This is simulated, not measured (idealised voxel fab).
The process module that follows is named voxel self aligned contacts.
Cross-sectional view cut (width: 230 nm; square cell size: 5 nm).
How to read a cross-section here: the picture is a grid of square cells, written as bands going from the top down, and any band can span one or more rows of cells. This entry defines a band. It first specifies the height of the band's top and the height of its bottom in nm, and then specifies the band's materials from left to right, stating each material with its width in nm. The word "throughout" identifies a single material that fills the band from edge to edge, while the word "blank" identifies empty space. All heights in this document are referenced to 0, defined as the level beneath which the wafer, as received, consists entirely of one material. The lowest band is not bounded below; it extends indefinitely downward and is written in the form "0..down". Top row gets the first number, bottom row gets the second, and each row in between changes by the same step: that is how a band width like "30->40" works. A step reported as "nothing different" is a step in which no cell of the cross-section changed. "Fully closed voids" enumerates empty spaces isolated from the top, with no open way to it, that contain at least 8 cells, giving each as width x height at distance from the left edge, all three in nm. Anything after a step's settings on that line? It's the simulator's own note about the step. If you see "overlay nm" on a step's line and that step has a mask, it's telling you how far right of where it was planned the mask ended up; a negative number means it went left instead.

Set out below are the planned steps of the process:
| 1 | RECEIVE, material Si |
| 2 | CONFORMAL_DEP, material SiO2, thk nm 5 |
| 3 | DIRECTIONAL_DEP, material polySi, thk nm 20 |
| 4 | DIRECTIONAL_DEP, material SiN, thk nm 15 |
| 5 | DIRECTIONAL_DEP, material aC, thk nm 15 |
| 6 | PATTERN, tone cover, mask id GATE, material resist, width nm 30, pitch nm 55, thk nm 30, overlay nm 0 |
| 7 | DIRECTIONAL_ETCH, etch materials aC, depth nm 15 |
| 8 | STRIP, etch materials resist |
| 9 | DIRECTIONAL_ETCH, etch materials SiN, depth nm 15 |
| 10 | DIRECTIONAL_ETCH, etch materials polySi, depth nm 20 |
| 11 | STRIP, etch materials aC |
| 12 | CONFORMAL_DEP, material SiN, thk nm 5 |
| 13 | DIRECTIONAL_ETCH, etch materials SiN, depth nm 5 |
| 14 | FILL_DEP, material SiO2, thk nm 15 |
| 15 | CMP, height nm 50 |
| 16 | DIRECTIONAL_DEP, material aC, thk nm 15 |
| 17 | PATTERN, tone open, mask id CONTACT, material resist, width nm 35, pitch nm 55, thk nm 35, overlay nm 0 |
| 18 | DIRECTIONAL_ETCH, etch materials aC, depth nm 15 |
| 19 | STRIP, etch materials resist |
| 20 | DIRECTIONAL_ETCH, etch materials SiO2, depth nm 50 |
| 21 | STRIP, etch materials aC |
| 22 | CONFORMAL_DEP, material TiN, thk nm 5 |
| 23 | FILL_DEP, material Ru, thk nm 5 |
| 24 | CMP, height nm 50 |
| 25 | CONFORMAL_DEP, material SiCN, thk nm 5 |

First of the two wafers, run per plan:

So this is the incoming wafer in cross-section - it's already been through step 1:
    0..down = Si throughout
    Fully closed voids: none

The wafer, seen in cross-section, after step 2:
    5..0 = SiO2 throughout
    Under 0: no change, same as before.

The wafer, seen in cross-section, after step 3:
    25..5 = polySi throughout
    Under 5: no change, same as before.

The wafer, seen in cross-section, after step 4:
    40..25 = SiN throughout
    Under 25: no change, same as before.

The wafer, seen in cross-section, after step 5:
    55..40 = aC throughout
    Under 40: no change, same as before.

The wafer, seen in cross-section, after step 6:
    85..55 = blank 45 / resist 30 / blank 25 / resist 30 / blank 25 / resist 30 / blank 45
    Under 55: no change, same as before.

The wafer, seen in cross-section, after step 7:
    70..55 = blank 45 / resist 30 / blank 25 / resist 30 / blank 25 / resist 30 / blank 45
    55..40 = blank 45 / aC 30 / blank 25 / aC 30 / blank 25 / aC 30 / blank 45
    Under 40: no change, same as before.

The wafer, seen in cross-section, after step 8:
    55..40 = blank 45 / aC 30 / blank 25 / aC 30 / blank 25 / aC 30 / blank 45
    Under 40: no change, same as before.

The wafer, seen in cross-section, after step 9:
    55..40 = blank 45 / aC 30 / blank 25 / aC 30 / blank 25 / aC 30 / blank 45
    40..25 = blank 45 / SiN 30 / blank 25 / SiN 30 / blank 25 / SiN 30 / blank 45
    Under 25: no change, same as before.

The wafer, seen in cross-section, after step 10:
    55..40 = blank 45 / aC 30 / blank 25 / aC 30 / blank 25 / aC 30 / blank 45
    40..25 = blank 45 / SiN 30 / blank 25 / SiN 30 / blank 25 / SiN 30 / blank 45
    25..5 = blank 45 / polySi 30 / blank 25 / polySi 30 / blank 25 / polySi 30 / blank 45
    Under 5: no change, same as before.

The wafer, seen in cross-section, after step 11:
    40..25 = blank 45 / SiN 30 / blank 25 / SiN 30 / blank 25 / SiN 30 / blank 45
    Under 25: no change, same as before.

The wafer, seen in cross-section, after step 12:
    45..25 = blank 40 / SiN 40 / blank 15 / SiN 40 / blank 15 / SiN 40 / blank 40
    25..10 = blank 40 / SiN 5 / polySi 30 / SiN 5 / blank 15 / SiN 5 / polySi 30 / SiN 5 / blank 15 / SiN 5 / polySi 30 / SiN 5 / blank 40
    10..5 = SiN 45 / polySi 30 / SiN 25 / polySi 30 / SiN 25 / polySi 30 / SiN 45
    Under 5: no change, same as before.

The wafer, seen in cross-section, after step 13:
    40..25 = blank 40 / SiN 40 / blank 15 / SiN 40 / blank 15 / SiN 40 / blank 40
    25..5 = blank 40 / SiN 5 / polySi 30 / SiN 5 / blank 15 / SiN 5 / polySi 30 / SiN 5 / blank 15 / SiN 5 / polySi 30 / SiN 5 / blank 40
    Under 5: no change, same as before.

The wafer, seen in cross-section, after step 14:
    55..40 = SiO2 throughout
    40..25 = SiO2 40 / SiN 40 / SiO2 15 / SiN 40 / SiO2 15 / SiN 40 / SiO2 40
    25..5 = SiO2 40 / SiN 5 / polySi 30 / SiN 5 / SiO2 15 / SiN 5 / polySi 30 / SiN 5 / SiO2 15 / SiN 5 / polySi 30 / SiN 5 / SiO2 40
    Under 5: no change, same as before.

The wafer, seen in cross-section, after step 15:
    50..40 = SiO2 throughout
    Under 40: no change, same as before.

The wafer, seen in cross-section, after step 16:
    65..50 = aC throughout
    Under 50: no change, same as before.

The wafer, seen in cross-section, after step 17:
    100..65 = resist 70 / blank 35 / resist 20 / blank 35 / resist 70
    Under 65: no change, same as before.

The wafer, seen in cross-section, after step 18:
    85..65 = resist 70 / blank 35 / resist 20 / blank 35 / resist 70
    65..50 = aC 70 / blank 35 / aC 20 / blank 35 / aC 70
    Under 50: no change, same as before.

The wafer, seen in cross-section, after step 19:
    65..50 = aC 70 / blank 35 / aC 20 / blank 35 / aC 70
    Under 50: no change, same as before.

The wafer, seen in cross-section, after step 20:
    65..50 = aC 70 / blank 35 / aC 20 / blank 35 / aC 70
    50..40 = SiO2 70 / blank 35 / SiO2 20 / blank 35 / SiO2 70
    40..25 = SiO2 40 / SiN 40 / blank 15 / SiN 40 / blank 15 / SiN 40 / SiO2 40
    25..5 = SiO2 40 / SiN 5 / polySi 30 / SiN 5 / blank 15 / SiN 5 / polySi 30 / SiN 5 / blank 15 / SiN 5 / polySi 30 / SiN 5 / SiO2 40
    5..0 = SiO2 80 / blank 15 / SiO2 40 / blank 15 / SiO2 80
    Under 0: no change, same as before.

The wafer, seen in cross-section, after step 21:
    50..40 = SiO2 70 / blank 35 / SiO2 20 / blank 35 / SiO2 70
    Under 40: no change, same as before.

The wafer, seen in cross-section, after step 22:
    55..50 = TiN 75 / blank 25 / TiN 30 / blank 25 / TiN 75
    50..40 = SiO2 70 / TiN 5->15 / blank 25->5 / TiN 5->15 / SiO2 20 / TiN 5->15 / blank 25->5 / TiN 5->15 / SiO2 70
    40..25 = SiO2 40 / SiN 40 / TiN 5 / blank 5 / TiN 5 / SiN 40 / TiN 5 / blank 5 / TiN 5 / SiN 40 / SiO2 40
    25..5 = SiO2 40 / SiN 5 / polySi 30 / SiN 5 / TiN 5 / blank 5 / TiN 5 / SiN 5 / polySi 30 / SiN 5 / TiN 5 / blank 5 / TiN 5 / SiN 5 / polySi 30 / SiN 5 / SiO2 40
    5..0 = SiO2 80 / TiN 15 / SiO2 40 / TiN 15 / SiO2 80
    Under 0: no change, same as before.

The wafer, seen in cross-section, after step 23:
    60..55 = Ru throughout
    55..50 = TiN 75 / Ru 25 / TiN 30 / Ru 25 / TiN 75
    50..40 = SiO2 70 / TiN 5->15 / Ru 25->5 / TiN 5->15 / SiO2 20 / TiN 5->15 / Ru 25->5 / TiN 5->15 / SiO2 70
    40..25 = SiO2 40 / SiN 40 / TiN 5 / Ru 5 / TiN 5 / SiN 40 / TiN 5 / Ru 5 / TiN 5 / SiN 40 / SiO2 40
    25..5 = SiO2 40 / SiN 5 / polySi 30 / SiN 5 / TiN 5 / Ru 5 / TiN 5 / SiN 5 / polySi 30 / SiN 5 / TiN 5 / Ru 5 / TiN 5 / SiN 5 / polySi 30 / SiN 5 / SiO2 40
    Under 5: no change, same as before.

The wafer, seen in cross-section, after step 24:
    50..40 = SiO2 70 / TiN 5->15 / Ru 25->5 / TiN 5->15 / SiO2 20 / TiN 5->15 / Ru 25->5 / TiN 5->15 / SiO2 70
    Under 40: no change, same as before.

The wafer, seen in cross-section, after step 25:
    55..50 = SiCN throughout
    Under 50: no change, same as before.

For the second wafer, take the first wafer's start and plan, then add one mistake made in running it; everything through step 5, that step included, is shared with the first:

Cross-sectional view of the second wafer at the intended end time of process step 6:
    85..55 = blank 40 / resist 40 / blank 15 / resist 40 / blank 15 / resist 40 / blank 40
    Under 55: no change, same as before.

Cross-sectional view of the second wafer at the intended end time of process step 7:
    70..55 = blank 40 / resist 40 / blank 15 / resist 40 / blank 15 / resist 40 / blank 40
    55..40 = blank 40 / aC 40 / blank 15 / aC 40 / blank 15 / aC 40 / blank 40
    Under 40: no change, same as before.

Cross-sectional view of the second wafer at the intended end time of process step 8:
    55..40 = blank 40 / aC 40 / blank 15 / aC 40 / blank 15 / aC 40 / blank 40
    Under 40: no change, same as before.

Cross-sectional view of the second wafer at the intended end time of process step 9:
    55..40 = blank 40 / aC 40 / blank 15 / aC 40 / blank 15 / aC 40 / blank 40
    40..25 = blank 40 / SiN 40 / blank 15 / SiN 40 / blank 15 / SiN 40 / blank 40
    Under 25: no change, same as before.

Cross-sectional view of the second wafer at the intended end time of process step 10:
    55..40 = blank 40 / aC 40 / blank 15 / aC 40 / blank 15 / aC 40 / blank 40
    40..25 = blank 40 / SiN 40 / blank 15 / SiN 40 / blank 15 / SiN 40 / blank 40
    25..5 = blank 40 / polySi 40 / blank 15 / polySi 40 / blank 15 / polySi 40 / blank 40
    Under 5: no change, same as before.

Cross-sectional view of the second wafer at the intended end time of process step 11:
    40..25 = blank 40 / SiN 40 / blank 15 / SiN 40 / blank 15 / SiN 40 / blank 40
    Under 25: no change, same as before.

Cross-sectional view of the second wafer at the intended end time of process step 12:
    45..25 = blank 35 / SiN 50 / blank 5 / SiN 50 / blank 5 / SiN 50 / blank 35
    25..10 = blank 35 / SiN 5 / polySi 40 / SiN 5 / blank 5 / SiN 5 / polySi 40 / SiN 5 / blank 5 / SiN 5 / polySi 40 / SiN 5 / blank 35
    10..5 = SiN 40 / polySi 40 / SiN 15 / polySi 40 / SiN 15 / polySi 40 / SiN 40
    Under 5: no change, same as before.

Cross-sectional view of the second wafer at the intended end time of process step 13:
    40..25 = blank 35 / SiN 50 / blank 5 / SiN 50 / blank 5 / SiN 50 / blank 35
    25..5 = blank 35 / SiN 5 / polySi 40 / SiN 5 / blank 5 / SiN 5 / polySi 40 / SiN 5 / blank 5 / SiN 5 / polySi 40 / SiN 5 / blank 35
    Under 5: no change, same as before.

Cross-sectional view of the second wafer at the intended end time of process step 14:
    55..40 = SiO2 throughout
    40..25 = SiO2 35 / SiN 50 / SiO2 5 / SiN 50 / SiO2 5 / SiN 50 / SiO2 35
    25..5 = SiO2 35 / SiN 5 / polySi 40 / SiN 5 / SiO2 5 / SiN 5 / polySi 40 / SiN 5 / SiO2 5 / SiN 5 / polySi 40 / SiN 5 / SiO2 35
    Under 5: no change, same as before.

Cross-sectional view of the second wafer at the intended end time of process step 15:
    50..40 = SiO2 throughout
    Under 40: no change, same as before.

Cross-sectional view of the second wafer at the intended end time of process step 16:
    65..50 = aC throughout
    Under 50: no change, same as before.

Cross-sectional view of the second wafer at the intended end time of process step 17:
    100..65 = resist 70 / blank 35 / resist 20 / blank 35 / resist 70
    Under 65: no change, same as before.

Cross-sectional view of the second wafer at the intended end time of process step 18:
    85..65 = resist 70 / blank 35 / resist 20 / blank 35 / resist 70
    65..50 = aC 70 / blank 35 / aC 20 / blank 35 / aC 70
    Under 50: no change, same as before.

Cross-sectional view of the second wafer at the intended end time of process step 19:
    65..50 = aC 70 / blank 35 / aC 20 / blank 35 / aC 70
    Under 50: no change, same as before.

Cross-sectional view of the second wafer at the intended end time of process step 20:
    65..50 = aC 70 / blank 35 / aC 20 / blank 35 / aC 70
    50..40 = SiO2 70 / blank 35 / SiO2 20 / blank 35 / SiO2 70
    40..25 = SiO2 35 / SiN 50 / blank 5 / SiN 50 / blank 5 / SiN 50 / SiO2 35
    25..5 = SiO2 35 / SiN 5 / polySi 40 / SiN 5 / blank 5 / SiN 5 / polySi 40 / SiN 5 / blank 5 / SiN 5 / polySi 40 / SiN 5 / SiO2 35
    5..0 = SiO2 85 / blank 5 / SiO2 50 / blank 5 / SiO2 85
    Under 0: no change, same as before.

Cross-sectional view of the second wafer at the intended end time of process step 21:
    50..40 = SiO2 70 / blank 35 / SiO2 20 / blank 35 / SiO2 70
    Under 40: no change, same as before.

Cross-sectional view of the second wafer at the intended end time of process step 22:
    55..50 = TiN 75 / blank 25 / TiN 30 / blank 25 / TiN 75
    50..45 = SiO2 70 / TiN 5 / blank 25 / TiN 5 / SiO2 20 / TiN 5 / blank 25 / TiN 5 / SiO2 70
    45..40 = SiO2 70 / TiN 35 / SiO2 20 / TiN 35 / SiO2 70
    40..25 = SiO2 35 / SiN 50 / TiN 5 / SiN 50 / TiN 5 / SiN 50 / SiO2 35
    25..5 = SiO2 35 / SiN 5 / polySi 40 / SiN 5 / TiN 5 / SiN 5 / polySi 40 / SiN 5 / TiN 5 / SiN 5 / polySi 40 / SiN 5 / SiO2 35
    5..0 = SiO2 85 / TiN 5 / SiO2 50 / TiN 5 / SiO2 85
    Under 0: no change, same as before.

Cross-sectional view of the second wafer at the intended end time of process step 23:
    60..55 = Ru throughout
    55..50 = TiN 75 / Ru 25 / TiN 30 / Ru 25 / TiN 75
    50..45 = SiO2 70 / TiN 5 / Ru 25 / TiN 5 / SiO2 20 / TiN 5 / Ru 25 / TiN 5 / SiO2 70
    Under 45: no change, same as before.

Cross-sectional view of the second wafer at the intended end time of process step 24:
    50..45 = SiO2 70 / TiN 5 / Ru 25 / TiN 5 / SiO2 20 / TiN 5 / Ru 25 / TiN 5 / SiO2 70
    Under 45: no change, same as before.

Cross-sectional view of the second wafer at the intended end time of process step 25:
    55..50 = SiCN throughout
    Under 50: no change, same as before.
Against the plan, the run slipped here: step 6 did not use the planned setting and instead ran as PATTERN, tone cover, mask id GATE, material resist, width nm 40, pitch nm 55, thk nm 30, overlay nm 0
Wafer comparison, final, in cells, second relative to first, materials more or fewer: 16 fewer of Ru, 18 more of SiN, 10 fewer of SiO2, 16 fewer of TiN, 24 more of polySi
